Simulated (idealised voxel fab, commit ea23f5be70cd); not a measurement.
The following process module bears the name voxel self aligned contacts.
220 nm wide, 5 nm square cells: that's cross-section cut.
The cross-sections in this document take the form of a grid made of square cells. They are written out as bands, in order from top to bottom. Each band consists of one or more rows of cells.
In this notation a band is specified by the heights of its top and bottom, in that order and in nm, after which its materials appear from left to right, each paired with its width in nm. The word "all across" attached to a single material means that material fills the band from edge to edge; the word "blank" stands for empty space.
Note: height 0 marks the level under which the wafer is uniformly one material as received. Lowest band unbounded below, written "top 0, no bottom".
Top row gets the first number, bottom row gets the second, and each row in between changes by the same step: that is how a band width like "30..40" works.
When a step is marked "remained the same", none of the cells in the cross-section changed during that step.
Empty spaces without an open route to the top, at least 8 cells in extent, make up the entry "Closed void entries"; each is given as width x height at distance, where the distance is measured from the left edge, and all are in nm.
Formally, on a step line, whatever follows the settings is a remark that the simulator itself makes on the step.
overlay nm: mask right of planned place by this much (step with mask). Neg. = left.
# These are the steps we planned for the process
| 1 | RECEIVE | material Si |
| 2 | CONFORMAL_DEP | material SiO2 | thk nm 5 |
| 3 | DIRECTIONAL_DEP | material polySi | thk nm 30 |
| 4 | DIRECTIONAL_DEP | material SiN | thk nm 15 |
| 5 | PATTERN | tone cover | mask id GATE | material resist | width nm 25 | pitch nm 55 | thk nm 20 | overlay nm 0 |
| 6 | DIRECTIONAL_ETCH | etch materials SiN | depth nm 15 |
| 7 | DIRECTIONAL_ETCH | etch materials polySi | depth nm 30 |
| 8 | STRIP | etch materials resist |
| 9 | CONFORMAL_DEP | material SiN | thk nm 5 |
| 10 | DIRECTIONAL_ETCH | etch materials SiN | depth nm 5 |
| 11 | FILL_DEP | material SiO2 | thk nm 10 |
| 12 | CMP | height nm 55 |
| 13 | PATTERN | tone open | mask id CONTACT | material resist | width nm 40 | pitch nm 55 | thk nm 20 | overlay nm 0 |
| 14 | DIRECTIONAL_ETCH | etch materials SiO2 | depth nm 55 |
| 15 | STRIP | etch materials resist |
| 16 | CONFORMAL_DEP | material TiN | thk nm 5 |
| 17 | FILL_DEP | material W | thk nm 5 |
| 18 | CMP | height nm 55 |
| 19 | CONFORMAL_DEP | material SiCN | thk nm 5 |
# First wafer out of two, processed as planned
# Step 1 complete: cross-section of the wafer as received
> top 0, no bottom: Si all across
> Closed void entries: none
# Presented here is a cross-section of the wafer after step 2 has been performed
> top 5, bottom 0: SiO2 all across
> At heights below 0, the structure remains unaltered.
# Presented here is a cross-section of the wafer after step 3 has been performed
> top 35, bottom 5: polySi all across
> At heights below 5, the structure remains unaltered.
# Presented here is a cross-section of the wafer after step 4 has been performed
> top 50, bottom 35: SiN all across
> At heights below 35, the structure remains unaltered.
# Presented here is a cross-section of the wafer after step 5 has been performed
> top 70, bottom 50: blank 40 nm, resist 25 nm, blank 30 nm, resist 25 nm, blank 30 nm, resist 25 nm, blank 45 nm
> At heights below 50, the structure remains unaltered.
# Presented here is a cross-section of the wafer after step 6 has been performed
> top 70, bottom 50: blank 40 nm, resist 25 nm, blank 30 nm, resist 25 nm, blank 30 nm, resist 25 nm, blank 45 nm
> top 50, bottom 35: blank 40 nm, SiN 25 nm, blank 30 nm, SiN 25 nm, blank 30 nm, SiN 25 nm, blank 45 nm
> At heights below 35, the structure remains unaltered.
# Presented here is a cross-section of the wafer after step 7 has been performed
> top 70, bottom 50: blank 40 nm, resist 25 nm, blank 30 nm, resist 25 nm, blank 30 nm, resist 25 nm, blank 45 nm
> top 50, bottom 35: blank 40 nm, SiN 25 nm, blank 30 nm, SiN 25 nm, blank 30 nm, SiN 25 nm, blank 45 nm
> top 35, bottom 5: blank 40 nm, polySi 25 nm, blank 30 nm, polySi 25 nm, blank 30 nm, polySi 25 nm, blank 45 nm
> At heights below 5, the structure remains unaltered.
# Presented here is a cross-section of the wafer after step 8 has been performed
> top 50, bottom 35: blank 40 nm, SiN 25 nm, blank 30 nm, SiN 25 nm, blank 30 nm, SiN 25 nm, blank 45 nm
> At heights below 35, the structure remains unaltered.
# Presented here is a cross-section of the wafer after step 9 has been performed
> top 55, bottom 35: blank 35 nm, SiN 35 nm, blank 20 nm, SiN 35 nm, blank 20 nm, SiN 35 nm, blank 40 nm
> top 35, bottom 10: blank 35 nm, SiN 5 nm, polySi 25 nm, SiN 5 nm, blank 20 nm, SiN 5 nm, polySi 25 nm, SiN 5 nm, blank 20 nm, SiN 5 nm, polySi 25 nm, SiN 5 nm, blank 40 nm
> top 10, bottom 5: SiN 40 nm, polySi 25 nm, SiN 30 nm, polySi 25 nm, SiN 30 nm, polySi 25 nm, SiN 45 nm
> At heights below 5, the structure remains unaltered.
# Presented here is a cross-section of the wafer after step 10 has been performed
> top 50, bottom 35: blank 35 nm, SiN 35 nm, blank 20 nm, SiN 35 nm, blank 20 nm, SiN 35 nm, blank 40 nm
> top 35, bottom 5: blank 35 nm, SiN 5 nm, polySi 25 nm, SiN 5 nm, blank 20 nm, SiN 5 nm, polySi 25 nm, SiN 5 nm, blank 20 nm, SiN 5 nm, polySi 25 nm, SiN 5 nm, blank 40 nm
> At heights below 5, the structure remains unaltered.
# Presented here is a cross-section of the wafer after step 11 has been performed
> top 60, bottom 50: SiO2 all across
> top 50, bottom 35: SiO2 35 nm, SiN 35 nm, SiO2 20 nm, SiN 35 nm, SiO2 20 nm, SiN 35 nm, SiO2 40 nm
> top 35, bottom 5: SiO2 35 nm, SiN 5 nm, polySi 25 nm, SiN 5 nm, SiO2 20 nm, SiN 5 nm, polySi 25 nm, SiN 5 nm, SiO2 20 nm, SiN 5 nm, polySi 25 nm, SiN 5 nm, SiO2 40 nm
> At heights below 5, the structure remains unaltered.
# Presented here is a cross-section of the wafer after step 12 has been performed
> top 55, bottom 50: SiO2 all across
> At heights below 50, the structure remains unaltered.
# Presented here is a cross-section of the wafer after step 13 has been performed
> top 75, bottom 55: resist 60 nm, blank 40 nm, resist 15 nm, blank 40 nm, resist 65 nm
> At heights below 55, the structure remains unaltered.
# Presented here is a cross-section of the wafer after step 14 has been performed
> top 75, bottom 55: resist 60 nm, blank 40 nm, resist 15 nm, blank 40 nm, resist 65 nm
> top 55, bottom 50: SiO2 60 nm, blank 40 nm, SiO2 15 nm, blank 40 nm, SiO2 65 nm
> top 50, bottom 35: SiO2 35 nm, SiN 35 nm, blank 20 nm, SiN 35 nm, blank 20 nm, SiN 35 nm, SiO2 40 nm
> top 35, bottom 5: SiO2 35 nm, SiN 5 nm, polySi 25 nm, SiN 5 nm, blank 20 nm, SiN 5 nm, polySi 25 nm, SiN 5 nm, blank 20 nm, SiN 5 nm, polySi 25 nm, SiN 5 nm, SiO2 40 nm
> top 5, bottom 0: SiO2 70 nm, blank 20 nm, SiO2 35 nm, blank 20 nm, SiO2 75 nm
> At heights below 0, the structure remains unaltered.
# Presented here is a cross-section of the wafer after step 15 has been performed
> top 55, bottom 50: SiO2 60 nm, blank 40 nm, SiO2 15 nm, blank 40 nm, SiO2 65 nm
> At heights below 50, the structure remains unaltered.
# Presented here is a cross-section of the wafer after step 16 has been performed
> top 60, bottom 55: TiN 65 nm, blank 30 nm, TiN 25 nm, blank 30 nm, TiN 70 nm
> top 55, bottom 50: SiO2 60 nm, TiN 15 nm, blank 10 nm, TiN 15 nm, SiO2 15 nm, TiN 15 nm, blank 10 nm, TiN 15 nm, SiO2 65 nm
> top 50, bottom 35: SiO2 35 nm, SiN 35 nm, TiN 5 nm, blank 10 nm, TiN 5 nm, SiN 35 nm, TiN 5 nm, blank 10 nm, TiN 5 nm, SiN 35 nm, SiO2 40 nm
> top 35, bottom 5: SiO2 35 nm, SiN 5 nm, polySi 25 nm, SiN 5 nm, TiN 5 nm, blank 10 nm, TiN 5 nm, SiN 5 nm, polySi 25 nm, SiN 5 nm, TiN 5 nm, blank 10 nm, TiN 5 nm, SiN 5 nm, polySi 25 nm, SiN 5 nm, SiO2 40 nm
> top 5, bottom 0: SiO2 70 nm, TiN 20 nm, SiO2 35 nm, TiN 20 nm, SiO2 75 nm
> At heights below 0, the structure remains unaltered.
# Presented here is a cross-section of the wafer after step 17 has been performed
> top 65, bottom 60: W all across
> top 60, bottom 55: TiN 65 nm, W 30 nm, TiN 25 nm, W 30 nm, TiN 70 nm
> top 55, bottom 50: SiO2 60 nm, TiN 15 nm, W 10 nm, TiN 15 nm, SiO2 15 nm, TiN 15 nm, W 10 nm, TiN 15 nm, SiO2 65 nm
> top 50, bottom 35: SiO2 35 nm, SiN 35 nm, TiN 5 nm, W 10 nm, TiN 5 nm, SiN 35 nm, TiN 5 nm, W 10 nm, TiN 5 nm, SiN 35 nm, SiO2 40 nm
> top 35, bottom 5: SiO2 35 nm, SiN 5 nm, polySi 25 nm, SiN 5 nm, TiN 5 nm, W 10 nm, TiN 5 nm, SiN 5 nm, polySi 25 nm, SiN 5 nm, TiN 5 nm, W 10 nm, TiN 5 nm, SiN 5 nm, polySi 25 nm, SiN 5 nm, SiO2 40 nm
> At heights below 5, the structure remains unaltered.
# Presented here is a cross-section of the wafer after step 18 has been performed
> top 55, bottom 50: SiO2 60 nm, TiN 15 nm, W 10 nm, TiN 15 nm, SiO2 15 nm, TiN 15 nm, W 10 nm, TiN 15 nm, SiO2 65 nm
> At heights below 50, the structure remains unaltered.
# Presented here is a cross-section of the wafer after step 19 has been performed
> top 60, bottom 55: SiCN all across
> At heights below 55, the structure remains unaltered.
# Second wafer. Start and plan as for the first. One mistake made in running. Agrees with the first up to and including step 1
X-section, second wafer, when step 2 was due to finish: remained the same
# X-section, second wafer, when step 3 was due to finish
> top 30, bottom 0: polySi all across
> At heights below 0, the structure remains unaltered.
# X-section, second wafer, when step 4 was due to finish
> top 45, bottom 30: SiN all across
> At heights below 30, the structure remains unaltered.
# X-section, second wafer, when step 5 was due to finish
> top 65, bottom 45: blank 40 nm, resist 25 nm, blank 30 nm, resist 25 nm, blank 30 nm, resist 25 nm, blank 45 nm
> At heights below 45, the structure remains unaltered.
# X-section, second wafer, when step 6 was due to finish
> top 65, bottom 45: blank 40 nm, resist 25 nm, blank 30 nm, resist 25 nm, blank 30 nm, resist 25 nm, blank 45 nm
> top 45, bottom 30: blank 40 nm, SiN 25 nm, blank 30 nm, SiN 25 nm, blank 30 nm, SiN 25 nm, blank 45 nm
> At heights below 30, the structure remains unaltered.
# X-section, second wafer, when step 7 was due to finish
> top 65, bottom 45: blank 40 nm, resist 25 nm, blank 30 nm, resist 25 nm, blank 30 nm, resist 25 nm, blank 45 nm
> top 45, bottom 30: blank 40 nm, SiN 25 nm, blank 30 nm, SiN 25 nm, blank 30 nm, SiN 25 nm, blank 45 nm
> top 30, bottom 0: blank 40 nm, polySi 25 nm, blank 30 nm, polySi 25 nm, blank 30 nm, polySi 25 nm, blank 45 nm
> At heights below 0, the structure remains unaltered.
# X-section, second wafer, when step 8 was due to finish
> top 45, bottom 30: blank 40 nm, SiN 25 nm, blank 30 nm, SiN 25 nm, blank 30 nm, SiN 25 nm, blank 45 nm
> At heights below 30, the structure remains unaltered.
# X-section, second wafer, when step 9 was due to finish
> top 50, bottom 30: blank 35 nm, SiN 35 nm, blank 20 nm, SiN 35 nm, blank 20 nm, SiN 35 nm, blank 40 nm
> top 30, bottom 5: blank 35 nm, SiN 5 nm, polySi 25 nm, SiN 5 nm, blank 20 nm, SiN 5 nm, polySi 25 nm, SiN 5 nm, blank 20 nm, SiN 5 nm, polySi 25 nm, SiN 5 nm, blank 40 nm
> top 5, bottom 0: SiN 40 nm, polySi 25 nm, SiN 30 nm, polySi 25 nm, SiN 30 nm, polySi 25 nm, SiN 45 nm
> At heights below 0, the structure remains unaltered.
# X-section, second wafer, when step 10 was due to finish
> top 45, bottom 30: blank 35 nm, SiN 35 nm, blank 20 nm, SiN 35 nm, blank 20 nm, SiN 35 nm, blank 40 nm
> top 30, bottom 0: blank 35 nm, SiN 5 nm, polySi 25 nm, SiN 5 nm, blank 20 nm, SiN 5 nm, polySi 25 nm, SiN 5 nm, blank 20 nm, SiN 5 nm, polySi 25 nm, SiN 5 nm, blank 40 nm
> At heights below 0, the structure remains unaltered.
# X-section, second wafer, when step 11 was due to finish
> top 55, bottom 45: SiO2 all across
> top 45, bottom 30: SiO2 35 nm, SiN 35 nm, SiO2 20 nm, SiN 35 nm, SiO2 20 nm, SiN 35 nm, SiO2 40 nm
> top 30, bottom 0: SiO2 35 nm, SiN 5 nm, polySi 25 nm, SiN 5 nm, SiO2 20 nm, SiN 5 nm, polySi 25 nm, SiN 5 nm, SiO2 20 nm, SiN 5 nm, polySi 25 nm, SiN 5 nm, SiO2 40 nm
> At heights below 0, the structure remains unaltered.
X-section, second wafer, when step 12 was due to finish: remained the same
# X-section, second wafer, when step 13 was due to finish
> top 75, bottom 55: resist 60 nm, blank 40 nm, resist 15 nm, blank 40 nm, resist 65 nm
> At heights below 55, the structure remains unaltered.
# X-section, second wafer, when step 14 was due to finish
> top 75, bottom 55: resist 60 nm, blank 40 nm, resist 15 nm, blank 40 nm, resist 65 nm
> top 55, bottom 45: SiO2 60 nm, blank 40 nm, SiO2 15 nm, blank 40 nm, SiO2 65 nm
> top 45, bottom 30: SiO2 35 nm, SiN 35 nm, blank 20 nm, SiN 35 nm, blank 20 nm, SiN 35 nm, SiO2 40 nm
> top 30, bottom 0: SiO2 35 nm, SiN 5 nm, polySi 25 nm, SiN 5 nm, blank 20 nm, SiN 5 nm, polySi 25 nm, SiN 5 nm, blank 20 nm, SiN 5 nm, polySi 25 nm, SiN 5 nm, SiO2 40 nm
> At heights below 0, the structure remains unaltered.
# X-section, second wafer, when step 15 was due to finish
> top 55, bottom 45: SiO2 60 nm, blank 40 nm, SiO2 15 nm, blank 40 nm, SiO2 65 nm
> At heights below 45, the structure remains unaltered.
# X-section, second wafer, when step 16 was due to finish
> top 60, bottom 55: TiN 65 nm, blank 30 nm, TiN 25 nm, blank 30 nm, TiN 70 nm
> top 55, bottom 45: SiO2 60 nm, TiN 5..15 nm, blank 30..10 nm, TiN 5..15 nm, SiO2 15 nm, TiN 5..15 nm, blank 30..10 nm, TiN 5..15 nm, SiO2 65 nm
> top 45, bottom 30: SiO2 35 nm, SiN 35 nm, TiN 5 nm, blank 10 nm, TiN 5 nm, SiN 35 nm, TiN 5 nm, blank 10 nm, TiN 5 nm, SiN 35 nm, SiO2 40 nm
> top 30, bottom 5: SiO2 35 nm, SiN 5 nm, polySi 25 nm, SiN 5 nm, TiN 5 nm, blank 10 nm, TiN 5 nm, SiN 5 nm, polySi 25 nm, SiN 5 nm, TiN 5 nm, blank 10 nm, TiN 5 nm, SiN 5 nm, polySi 25 nm, SiN 5 nm, SiO2 40 nm
> top 5, bottom 0: SiO2 35 nm, SiN 5 nm, polySi 25 nm, SiN 5 nm, TiN 20 nm, SiN 5 nm, polySi 25 nm, SiN 5 nm, TiN 20 nm, SiN 5 nm, polySi 25 nm, SiN 5 nm, SiO2 40 nm
> At heights below 0, the structure remains unaltered.
# X-section, second wafer, when step 17 was due to finish
> top 65, bottom 60: W all across
> top 60, bottom 55: TiN 65 nm, W 30 nm, TiN 25 nm, W 30 nm, TiN 70 nm
> top 55, bottom 45: SiO2 60 nm, TiN 5..15 nm, W 30..10 nm, TiN 5..15 nm, SiO2 15 nm, TiN 5..15 nm, W 30..10 nm, TiN 5..15 nm, SiO2 65 nm
> top 45, bottom 30: SiO2 35 nm, SiN 35 nm, TiN 5 nm, W 10 nm, TiN 5 nm, SiN 35 nm, TiN 5 nm, W 10 nm, TiN 5 nm, SiN 35 nm, SiO2 40 nm
> top 30, bottom 5: SiO2 35 nm, SiN 5 nm, polySi 25 nm, SiN 5 nm, TiN 5 nm, W 10 nm, TiN 5 nm, SiN 5 nm, polySi 25 nm, SiN 5 nm, TiN 5 nm, W 10 nm, TiN 5 nm, SiN 5 nm, polySi 25 nm, SiN 5 nm, SiO2 40 nm
> At heights below 5, the structure remains unaltered.
# X-section, second wafer, when step 18 was due to finish
> top 55, bottom 45: SiO2 60 nm, TiN 5..15 nm, W 30..10 nm, TiN 5..15 nm, SiO2 15 nm, TiN 5..15 nm, W 30..10 nm, TiN 5..15 nm, SiO2 65 nm
> At heights below 45, the structure remains unaltered.
# X-section, second wafer, when step 19 was due to finish
> top 60, bottom 55: SiCN all across
> At heights below 55, the structure remains unaltered.
Deviation noted in wafer processing: step 2 of the plan: omitted, not performed
Counted in cells at the end, the second wafer holds more or fewer of these materials than the first: -8 SiO2 | +8 W
